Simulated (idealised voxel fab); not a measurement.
process module | voxel transistor to metal
cross-section cut | 140 nm wide | cells 5 nm
A cross-section is a grid of square cells, given in bands from the top down. A band is one or more rows of cells.
Each band's line starts with the height of the band's top and of its bottom, in nm. Then come its materials from left to right, each with its width in nm. One material with "throughout" fills the band from edge to edge. "air" is empty space.
Height 0 is the level under which the wafer as received is all one material. The lowest band goes on downwards, as in "0 down".
A width such as "30 to 40" changes by the same amount from each row of cells to the next, from the band's top row to its bottom row.
"no change" after a step means that no cell of the cross-section changed.
closed voids: empty space of 8 cells or more with no open way to the top, each as width x height at its distance from the left edge, in nm
after a step's settings: what the simulator itself notes on the step
overlay nm, on a step with a mask: how far to the right of its planned place the mask lay; to the left if negative
plan
1 op RECEIVE | material Si
2 op CONFORMAL_DEP | material SiO2 | thk nm 5
3 op CONFORMAL_DEP | material SiN | thk nm 10
4 op PATTERN | tone cover | mask id ACTIVE | material resist | width nm 100 | thk nm 15 | overlay nm 0
5 op DIRECTIONAL_ETCH | etch materials SiN | depth nm 10
6 op DIRECTIONAL_ETCH | etch materials SiO2 | depth nm 5
7 op DIRECTIONAL_ETCH | etch materials Si | depth nm 35
8 op STRIP | etch materials resist
9 op FILL_DEP | material SiO2 | thk nm 10
10 op CMP | height nm 15
11 op SELECTIVE_ETCH | etch materials SiO2 | depth nm 5
12 op STRIP | etch materials SiN
13 op SELECTIVE_ETCH | etch materials SiO2 | depth nm 5
14 op OXIDIZE | depth nm 5
15 op DIRECTIONAL_DEP | material polySi | thk nm 20
16 op DIRECTIONAL_DEP | material SiCN | thk nm 10
17 op PATTERN | tone cover | mask id GATE | material resist | width nm 30 | thk nm 20 | overlay nm 0
18 op DIRECTIONAL_ETCH | etch materials SiCN | depth nm 20
19 op DIRECTIONAL_ETCH | etch materials polySi | depth nm 30
20 op STRIP | etch materials resist
21 op CONFORMAL_DEP | material SiO2 | thk nm 5
22 op DIRECTIONAL_ETCH | etch materials SiO2 | depth nm 5
23 op CONFORMAL_DEP | material SiN | thk nm 10
24 op DIRECTIONAL_ETCH | etch materials SiN | depth nm 10
25 op DIRECTIONAL_ETCH | etch materials SiO2 | depth nm 5
26 op DIRECTIONAL_ETCH | etch materials Si | depth nm 15
27 op EPI | material nSi | thk nm 15
28 op FILL_DEP | material SiO2 | thk nm 10
29 op CMP | height nm 20
30 op STRIP | etch materials polySi
31 op SELECTIVE_ETCH | etch materials SiO2 | depth nm 5
32 op CONFORMAL_DEP | material HfO2 | thk nm 5
33 op CONFORMAL_DEP | material TiN | thk nm 5
34 op FILL_DEP | material W | thk nm 10
35 op CMP | height nm 15
36 op DIRECTIONAL_DEP | material SiO2 | thk nm 10
37 op MASKED_ETCH | tone open | mask id CONTACT | width nm 15 | pitch nm 75 | etch materials SiO2 | depth nm 15 | overlay nm 0
38 op CONFORMAL_DEP | material TiN | thk nm 5
39 op FILL_DEP | material Ru | thk nm 10
40 op CMP | height nm 25
41 op DIRECTIONAL_DEP | material TiN | thk nm 5
42 op DIRECTIONAL_DEP | material Ru | thk nm 25
43 op MASKED_ETCH | tone cover | mask id METAL_1 | width nm 15 | pitch nm 75 | etch materials Ru | depth nm 25 | overlay nm 0
44 op MASKED_ETCH | tone cover | mask id METAL_1 | width nm 15 | pitch nm 75 | etch materials TiN | depth nm 5 | overlay nm 0
45 op FILL_DEP | material lowk | thk nm 5
46 op CMP | height nm 55
47 op CONFORMAL_DEP | material SiCN | thk nm 5
48 op DIRECTIONAL_DEP | material SiO2 | thk nm 30
49 op DIRECTIONAL_DEP | material aC | thk nm 15
50 op PATTERN | tone open | mask id METAL_2 | material resist | width nm 15 | pitch nm 75 | thk nm 35 | overlay nm 0
51 op DIRECTIONAL_ETCH | etch materials aC | depth nm 15
52 op STRIP | etch materials resist
53 op DIRECTIONAL_ETCH | etch materials SiO2 | depth nm 15
54 op STRIP | etch materials aC
55 op PATTERN | tone open | mask id METAL_2_HOLES | material resist | width nm 15 | pitch nm 75 | thk nm 20 | overlay nm 0
56 op DIRECTIONAL_ETCH | etch materials SiO2 | depth nm 15
57 op DIRECTIONAL_ETCH | etch materials SiCN | depth nm 5
58 op STRIP | etch materials resist
59 op CONFORMAL_DEP | material TiN | thk nm 5
60 op FILL_DEP | material Cu | thk nm 5
61 op CMP | height nm 90
62 op CONFORMAL_DEP | material SiN | thk nm 5
first wafer, as planned
as received, after step 1
  0 down: Si throughout
  closed voids: none
after step 2
  5 to 0: SiO2 throughout
  below 0: unchanged
after step 3
  15 to 5: SiN throughout
  below 5: unchanged
after step 4
  30 to 15: air 20 | resist 100 | air 20
  below 15: unchanged
after step 5
  30 to 15: air 20 | resist 100 | air 20
  15 to 5: air 20 | SiN 100 | air 20
  below 5: unchanged
after step 6
  30 to 15: air 20 | resist 100 | air 20
  15 to 5: air 20 | SiN 100 | air 20
  5 to 0: air 20 | SiO2 100 | air 20
  below 0: unchanged
after step 7
  30 to 15: air 20 | resist 100 | air 20
  15 to 5: air 20 | SiN 100 | air 20
  5 to 0: air 20 | SiO2 100 | air 20
  0 to -35: air 20 | Si 100 | air 20
  below -35: unchanged
after step 8
  15 to 5: air 20 | SiN 100 | air 20
  below 5: unchanged
after step 9
  25 to 15: SiO2 throughout
  15 to 5: SiO2 20 | SiN 100 | SiO2 20
  5 to 0: SiO2 throughout
  0 to -35: SiO2 20 | Si 100 | SiO2 20
  below -35: unchanged
after step 10
  15 to 5: SiO2 20 | SiN 100 | SiO2 20
  below 5: unchanged
after step 11
  15 to 10: air 20 | SiN 100 | air 20
  below 10: unchanged
after step 12
  10 to 5: SiO2 20 | air 100 | SiO2 20
  below 5: unchanged
after step 13
  5 to 0: SiO2 15 | air 110 | SiO2 15
  below 0: unchanged
after step 14
  5 to 0: SiO2 15 | air 110 | SiO2 15
  0 to -5: SiO2 throughout
  below -5: unchanged
after step 15
  25 to 20: polySi 15 | air 110 | polySi 15
  20 to 5: polySi throughout
  5 to 0: SiO2 15 | polySi 110 | SiO2 15
  below 0: unchanged
after step 16
  35 to 30: SiCN 15 | air 110 | SiCN 15
  30 to 25: SiCN throughout
  25 to 20: polySi 15 | SiCN 110 | polySi 15
  below 20: unchanged
after step 17
  55 to 35: air 55 | resist 30 | air 55
  35 to 30: SiCN 15 | air 40 | resist 30 | air 40 | SiCN 15
  below 30: unchanged
after step 18
  55 to 30: air 55 | resist 30 | air 55
  30 to 25: air 55 | SiCN 30 | air 55
  25 to 20: polySi 15 | air 40 | SiCN 30 | air 40 | polySi 15
  below 20: unchanged
after step 19
  55 to 30: air 55 | resist 30 | air 55
  30 to 20: air 55 | SiCN 30 | air 55
  20 to 5: air 55 | polySi 30 | air 55
  5 to 0: SiO2 15 | air 40 | polySi 30 | air 40 | SiO2 15
  below 0: unchanged
after step 20
  30 to 20: air 55 | SiCN 30 | air 55
  below 20: unchanged
after step 21
  35 to 30: air 50 | SiO2 40 | air 50
  30 to 20: air 50 | SiO2 5 | SiCN 30 | SiO2 5 | air 50
  20 to 10: air 50 | SiO2 5 | polySi 30 | SiO2 5 | air 50
  10 to 5: SiO2 20 | air 30 | SiO2 5 | polySi 30 | SiO2 5 | air 30 | SiO2 20
  5 to 0: SiO2 55 | polySi 30 | SiO2 55
  below 0: unchanged
after step 22
  30 to 20: air 50 | SiO2 5 | SiCN 30 | SiO2 5 | air 50
  20 to 5: air 50 | SiO2 5 | polySi 30 | SiO2 5 | air 50
  5 to 0: SiO2 20 | air 30 | SiO2 5 | polySi 30 | SiO2 5 | air 30 | SiO2 20
  below 0: unchanged
after step 23
  40 to 30: air 40 | SiN 60 | air 40
  30 to 20: air 40 | SiN 10 | SiO2 5 | SiCN 30 | SiO2 5 | SiN 10 | air 40
  20 to 15: air 40 | SiN 10 | SiO2 5 | polySi 30 | SiO2 5 | SiN 10 | air 40
  15 to 10: SiN 30 | air 10 | SiN 10 | SiO2 5 | polySi 30 | SiO2 5 | SiN 10 | air 10 | SiN 30
  10 to 5: SiN 50 | SiO2 5 | polySi 30 | SiO2 5 | SiN 50
  5 to 0: SiO2 20 | SiN 30 | SiO2 5 | polySi 30 | SiO2 5 | SiN 30 | SiO2 20
  below 0: unchanged
after step 24
  30 to 20: air 40 | SiN 10 | SiO2 5 | SiCN 30 | SiO2 5 | SiN 10 | air 40
  20 to 5: air 40 | SiN 10 | SiO2 5 | polySi 30 | SiO2 5 | SiN 10 | air 40
  5 to 0: SiO2 20 | SiN 10 | air 10 | SiN 10 | SiO2 5 | polySi 30 | SiO2 5 | SiN 10 | air 10 | SiN 10 | SiO2 20
  below 0: unchanged
after step 25
  30 to 25: air 40 | SiN 10 | air 5 | SiCN 30 | air 5 | SiN 10 | air 40
  25 to 20: air 40 | SiN 10 | SiO2 5 | SiCN 30 | SiO2 5 | SiN 10 | air 40
  20 to 5: air 40 | SiN 10 | SiO2 5 | polySi 30 | SiO2 5 | SiN 10 | air 40
  5 to 0: air 20 | SiN 10 | air 10 | SiN 10 | SiO2 5 | polySi 30 | SiO2 5 | SiN 10 | air 10 | SiN 10 | air 20
  0 to -5: SiO2 30 | air 10 | SiO2 60 | air 10 | SiO2 30
  below -5: unchanged
after step 26
  30 to 25: air 40 | SiN 10 | air 5 | SiCN 30 | air 5 | SiN 10 | air 40
  25 to 20: air 40 | SiN 10 | SiO2 5 | SiCN 30 | SiO2 5 | SiN 10 | air 40
  20 to 5: air 40 | SiN 10 | SiO2 5 | polySi 30 | SiO2 5 | SiN 10 | air 40
  5 to 0: air 20 | SiN 10 | air 10 | SiN 10 | SiO2 5 | polySi 30 | SiO2 5 | SiN 10 | air 10 | SiN 10 | air 20
  0 to -5: SiO2 30 | air 10 | SiO2 60 | air 10 | SiO2 30
  -5 to -20: SiO2 20 | Si 10 | air 10 | Si 60 | air 10 | Si 10 | SiO2 20
  below -20: unchanged
after step 27
  30 to 25: air 40 | SiN 10 | air 5 | SiCN 30 | air 5 | SiN 10 | air 40
  25 to 20: air 40 | SiN 10 | SiO2 5 | SiCN 30 | SiO2 5 | SiN 10 | air 40
  20 to 10: air 40 | SiN 10 | SiO2 5 | polySi 30 | SiO2 5 | SiN 10 | air 40
  10 to 5: air 25 | nSi 15 | SiN 10 | SiO2 5 | polySi 30 | SiO2 5 | SiN 10 | nSi 15 | air 25
  5 to 0: air 20 | SiN 10 | nSi 10 | SiN 10 | SiO2 5 | polySi 30 | SiO2 5 | SiN 10 | nSi 10 | SiN 10 | air 20
  0 to -5: SiO2 30 | nSi 10 | SiO2 60 | nSi 10 | SiO2 30
  -5 to -20: SiO2 20 | Si 10 | nSi 10 | Si 60 | nSi 10 | Si 10 | SiO2 20
  below -20: unchanged
after step 28
  40 to 30: SiO2 throughout
  30 to 20: SiO2 40 | SiN 10 | SiO2 5 | SiCN 30 | SiO2 5 | SiN 10 | SiO2 40
  20 to 10: SiO2 40 | SiN 10 | SiO2 5 | polySi 30 | SiO2 5 | SiN 10 | SiO2 40
  10 to 5: SiO2 25 | nSi 15 | SiN 10 | SiO2 5 | polySi 30 | SiO2 5 | SiN 10 | nSi 15 | SiO2 25
  5 to 0: SiO2 20 | SiN 10 | nSi 10 | SiN 10 | SiO2 5 | polySi 30 | SiO2 5 | SiN 10 | nSi 10 | SiN 10 | SiO2 20
  below 0: unchanged
after step 29
  20 to 10: SiO2 40 | SiN 10 | SiO2 5 | polySi 30 | SiO2 5 | SiN 10 | SiO2 40
  below 10: unchanged
after step 30
  20 to 10: SiO2 40 | SiN 10 | SiO2 5 | air 30 | SiO2 5 | SiN 10 | SiO2 40
  10 to 5: SiO2 25 | nSi 15 | SiN 10 | SiO2 5 | air 30 | SiO2 5 | SiN 10 | nSi 15 | SiO2 25
  5 to 0: SiO2 20 | SiN 10 | nSi 10 | SiN 10 | SiO2 5 | air 30 | SiO2 5 | SiN 10 | nSi 10 | SiN 10 | SiO2 20
  below 0: unchanged
after step 31
  20 to 15: air 40 | SiN 10 | air 40 | SiN 10 | air 40
  15 to 10: SiO2 40 | SiN 10 | air 40 | SiN 10 | SiO2 40
  10 to 5: SiO2 25 | nSi 15 | SiN 10 | air 40 | SiN 10 | nSi 15 | SiO2 25
  5 to 0: SiO2 20 | SiN 10 | nSi 10 | SiN 10 | air 40 | SiN 10 | nSi 10 | SiN 10 | SiO2 20
  0 to -5: SiO2 30 | nSi 10 | SiO2 10 | air 40 | SiO2 10 | nSi 10 | SiO2 30
  below -5: unchanged
after step 32
  25 to 20: air 35 | HfO2 20 | air 30 | HfO2 20 | air 35
  20 to 15: HfO2 40 | SiN 10 | HfO2 5 | air 30 | HfO2 5 | SiN 10 | HfO2 40
  15 to 10: SiO2 40 | SiN 10 | HfO2 5 | air 30 | HfO2 5 | SiN 10 | SiO2 40
  10 to 5: SiO2 25 | nSi 15 | SiN 10 | HfO2 5 | air 30 | HfO2 5 | SiN 10 | nSi 15 | SiO2 25
  5 to 0: SiO2 20 | SiN 10 | nSi 10 | SiN 10 | HfO2 5 | air 30 | HfO2 5 | SiN 10 | nSi 10 | SiN 10 | SiO2 20
  0 to -5: SiO2 30 | nSi 10 | SiO2 10 | HfO2 40 | SiO2 10 | nSi 10 | SiO2 30
  below -5: unchanged
after step 33
  30 to 25: air 30 | TiN 30 | air 20 | TiN 30 | air 30
  25 to 20: TiN 35 | HfO2 20 | TiN 5 | air 20 | TiN 5 | HfO2 20 | TiN 35
  20 to 15: HfO2 40 | SiN 10 | HfO2 5 | TiN 5 | air 20 | TiN 5 | HfO2 5 | SiN 10 | HfO2 40
  15 to 10: SiO2 40 | SiN 10 | HfO2 5 | TiN 5 | air 20 | TiN 5 | HfO2 5 | SiN 10 | SiO2 40
  10 to 5: SiO2 25 | nSi 15 | SiN 10 | HfO2 5 | TiN 5 | air 20 | TiN 5 | HfO2 5 | SiN 10 | nSi 15 | SiO2 25
  5 to 0: SiO2 20 | SiN 10 | nSi 10 | SiN 10 | HfO2 5 | TiN 30 | HfO2 5 | SiN 10 | nSi 10 | SiN 10 | SiO2 20
  below 0: unchanged
after step 34
  40 to 30: W throughout
  30 to 25: W 30 | TiN 30 | W 20 | TiN 30 | W 30
  25 to 20: TiN 35 | HfO2 20 | TiN 5 | W 20 | TiN 5 | HfO2 20 | TiN 35
  20 to 15: HfO2 40 | SiN 10 | HfO2 5 | TiN 5 | W 20 | TiN 5 | HfO2 5 | SiN 10 | HfO2 40
  15 to 10: SiO2 40 | SiN 10 | HfO2 5 | TiN 5 | W 20 | TiN 5 | HfO2 5 | SiN 10 | SiO2 40
  10 to 5: SiO2 25 | nSi 15 | SiN 10 | HfO2 5 | TiN 5 | W 20 | TiN 5 | HfO2 5 | SiN 10 | nSi 15 | SiO2 25
  below 5: unchanged
after step 35
  15 to 10: SiO2 40 | SiN 10 | HfO2 5 | TiN 5 | W 20 | TiN 5 | HfO2 5 | SiN 10 | SiO2 40
  below 10: unchanged
after step 36
  25 to 15: SiO2 throughout
  below 15: unchanged
after step 37
  25 to 15: SiO2 25 | air 15 | SiO2 60 | air 15 | SiO2 25
  15 to 10: SiO2 25 | air 15 | SiN 10 | HfO2 5 | TiN 5 | W 20 | TiN 5 | HfO2 5 | SiN 10 | air 15 | SiO2 25
  below 10: unchanged
after step 38
  30 to 25: TiN 30 | air 5 | TiN 70 | air 5 | TiN 30
  25 to 15: SiO2 25 | TiN 5 | air 5 | TiN 5 | SiO2 60 | TiN 5 | air 5 | TiN 5 | SiO2 25
  15 to 10: SiO2 25 | TiN 15 | SiN 10 | HfO2 5 | TiN 5 | W 20 | TiN 5 | HfO2 5 | SiN 10 | TiN 15 | SiO2 25
  below 10: unchanged
after step 39
  40 to 30: Ru throughout
  30 to 25: TiN 30 | Ru 5 | TiN 70 | Ru 5 | TiN 30
  25 to 15: SiO2 25 | TiN 5 | Ru 5 | TiN 5 | SiO2 60 | TiN 5 | Ru 5 | TiN 5 | SiO2 25
  below 15: unchanged
after step 40
  25 to 15: SiO2 25 | TiN 5 | Ru 5 | TiN 5 | SiO2 60 | TiN 5 | Ru 5 | TiN 5 | SiO2 25
  below 15: unchanged
after step 41
  30 to 25: TiN throughout
  below 25: unchanged
after step 42
  55 to 30: Ru throughout
  below 30: unchanged
after step 43
  55 to 30: air 25 | Ru 15 | air 60 | Ru 15 | air 25
  below 30: unchanged
after step 44
  55 to 30: air 25 | Ru 15 | air 60 | Ru 15 | air 25
  30 to 25: air 25 | TiN 15 | air 60 | TiN 15 | air 25
  below 25: unchanged
after step 45
  60 to 55: lowk throughout
  55 to 30: lowk 25 | Ru 15 | lowk 60 | Ru 15 | lowk 25
  30 to 25: lowk 25 | TiN 15 | lowk 60 | TiN 15 | lowk 25
  below 25: unchanged
after step 46
  55 to 30: lowk 25 | Ru 15 | lowk 60 | Ru 15 | lowk 25
  below 30: unchanged
after step 47
  60 to 55: SiCN throughout
  below 55: unchanged
after step 48
  90 to 60: SiO2 throughout
  below 60: unchanged
after step 49
  105 to 90: aC throughout
  below 90: unchanged
after step 50
  140 to 105: resist 25 | air 15 | resist 60 | air 15 | resist 25
  below 105: unchanged
after step 51
  125 to 105: resist 25 | air 15 | resist 60 | air 15 | resist 25
  105 to 90: aC 25 | air 15 | aC 60 | air 15 | aC 25
  below 90: unchanged
after step 52
  105 to 90: aC 25 | air 15 | aC 60 | air 15 | aC 25
  below 90: unchanged
after step 53
  105 to 90: aC 25 | air 15 | aC 60 | air 15 | aC 25
  90 to 75: SiO2 25 | air 15 | SiO2 60 | air 15 | SiO2 25
  below 75: unchanged
after step 54
  90 to 75: SiO2 25 | air 15 | SiO2 60 | air 15 | SiO2 25
  below 75: unchanged
after step 55
  110 to 90: resist 25 | air 15 | resist 60 | air 15 | resist 25
  below 90: unchanged
after step 56
  110 to 90: resist 25 | air 15 | resist 60 | air 15 | resist 25
  90 to 60: SiO2 25 | air 15 | SiO2 60 | air 15 | SiO2 25
  below 60: unchanged
after step 57
  110 to 90: resist 25 | air 15 | resist 60 | air 15 | resist 25
  90 to 60: SiO2 25 | air 15 | SiO2 60 | air 15 | SiO2 25
  60 to 55: SiCN 25 | air 15 | SiCN 60 | air 15 | SiCN 25
  below 55: unchanged
after step 58
  90 to 60: SiO2 25 | air 15 | SiO2 60 | air 15 | SiO2 25
  below 60: unchanged
after step 59
  95 to 90: TiN 30 | air 5 | TiN 70 | air 5 | TiN 30
  90 to 60: SiO2 25 | TiN 5 | air 5 | TiN 5 | SiO2 60 | TiN 5 | air 5 | TiN 5 | SiO2 25
  60 to 55: SiCN 25 | TiN 15 | SiCN 60 | TiN 15 | SiCN 25
  below 55: unchanged
after step 60
  100 to 95: Cu throughout
  95 to 90: TiN 30 | Cu 5 | TiN 70 | Cu 5 | TiN 30
  90 to 60: SiO2 25 | TiN 5 | Cu 5 | TiN 5 | SiO2 60 | TiN 5 | Cu 5 | TiN 5 | SiO2 25
  below 60: unchanged
after step 61
  90 to 60: SiO2 25 | TiN 5 | Cu 5 | TiN 5 | SiO2 60 | TiN 5 | Cu 5 | TiN 5 | SiO2 25
  below 60: unchanged
after step 62
  95 to 90: SiN throughout
  below 90: unchanged
second wafer: like start, like plan, one mistake. Through step 39 it matches the first wafer
when step 40 should have ended
  30 to 25: TiN 30 | Ru 5 | TiN 70 | Ru 5 | TiN 30
  below 25: unchanged
when step 41 should have ended
  35 to 30: TiN throughout
  below 30: unchanged
when step 42 should have ended
  60 to 35: Ru throughout
  below 35: unchanged
when step 43 should have ended
  60 to 35: air 25 | Ru 15 | air 60 | Ru 15 | air 25
  below 35: unchanged
when step 44 should have ended
  60 to 35: air 25 | Ru 15 | air 60 | Ru 15 | air 25
  35 to 30: air 25 | TiN 15 | air 60 | TiN 15 | air 25
  below 30: unchanged
when step 45 should have ended
  65 to 60: lowk throughout
  60 to 35: lowk 25 | Ru 15 | lowk 60 | Ru 15 | lowk 25
  35 to 30: lowk 25 | TiN 15 | lowk 60 | TiN 15 | lowk 25
  below 30: unchanged
when step 46 should have ended
  55 to 35: lowk 25 | Ru 15 | lowk 60 | Ru 15 | lowk 25
  below 35: unchanged
when step 47 should have ended
  60 to 55: SiCN throughout
  below 55: unchanged
when step 48 should have ended
  90 to 60: SiO2 throughout
  below 60: unchanged
when step 49 should have ended
  105 to 90: aC throughout
  below 90: unchanged
when step 50 should have ended
  140 to 105: resist 25 | air 15 | resist 60 | air 15 | resist 25
  below 105: unchanged
when step 51 should have ended
  125 to 105: resist 25 | air 15 | resist 60 | air 15 | resist 25
  105 to 90: aC 25 | air 15 | aC 60 | air 15 | aC 25
  below 90: unchanged
when step 52 should have ended
  105 to 90: aC 25 | air 15 | aC 60 | air 15 | aC 25
  below 90: unchanged
when step 53 should have ended
  105 to 90: aC 25 | air 15 | aC 60 | air 15 | aC 25
  90 to 75: SiO2 25 | air 15 | SiO2 60 | air 15 | SiO2 25
  below 75: unchanged
when step 54 should have ended
  90 to 75: SiO2 25 | air 15 | SiO2 60 | air 15 | SiO2 25
  below 75: unchanged
when step 55 should have ended
  110 to 90: resist 25 | air 15 | resist 60 | air 15 | resist 25
  below 90: unchanged
when step 56 should have ended
  110 to 90: resist 25 | air 15 | resist 60 | air 15 | resist 25
  90 to 60: SiO2 25 | air 15 | SiO2 60 | air 15 | SiO2 25
  below 60: unchanged
when step 57 should have ended
  110 to 90: resist 25 | air 15 | resist 60 | air 15 | resist 25
  90 to 60: SiO2 25 | air 15 | SiO2 60 | air 15 | SiO2 25
  60 to 55: SiCN 25 | air 15 | SiCN 60 | air 15 | SiCN 25
  below 55: unchanged
when step 58 should have ended
  90 to 60: SiO2 25 | air 15 | SiO2 60 | air 15 | SiO2 25
  below 60: unchanged
when step 59 should have ended
  95 to 90: TiN 30 | air 5 | TiN 70 | air 5 | TiN 30
  90 to 60: SiO2 25 | TiN 5 | air 5 | TiN 5 | SiO2 60 | TiN 5 | air 5 | TiN 5 | SiO2 25
  60 to 55: SiCN 25 | TiN 15 | SiCN 60 | TiN 15 | SiCN 25
  below 55: unchanged
when step 60 should have ended
  100 to 95: Cu throughout
  95 to 90: TiN 30 | Cu 5 | TiN 70 | Cu 5 | TiN 30
  90 to 60: SiO2 25 | TiN 5 | Cu 5 | TiN 5 | SiO2 60 | TiN 5 | Cu 5 | TiN 5 | SiO2 25
  below 60: unchanged
when step 61 should have ended
  90 to 60: SiO2 25 | TiN 5 | Cu 5 | TiN 5 | SiO2 60 | TiN 5 | Cu 5 | TiN 5 | SiO2 25
  below 60: unchanged
when step 62 should have ended
  95 to 90: SiN throughout
  below 90: unchanged
what went wrong: step 40 ran as: op CMP | height nm 30
at the end the second wafer has, in cells: 4 fewer of Ru | 26 more of TiN | 22 fewer of lowk
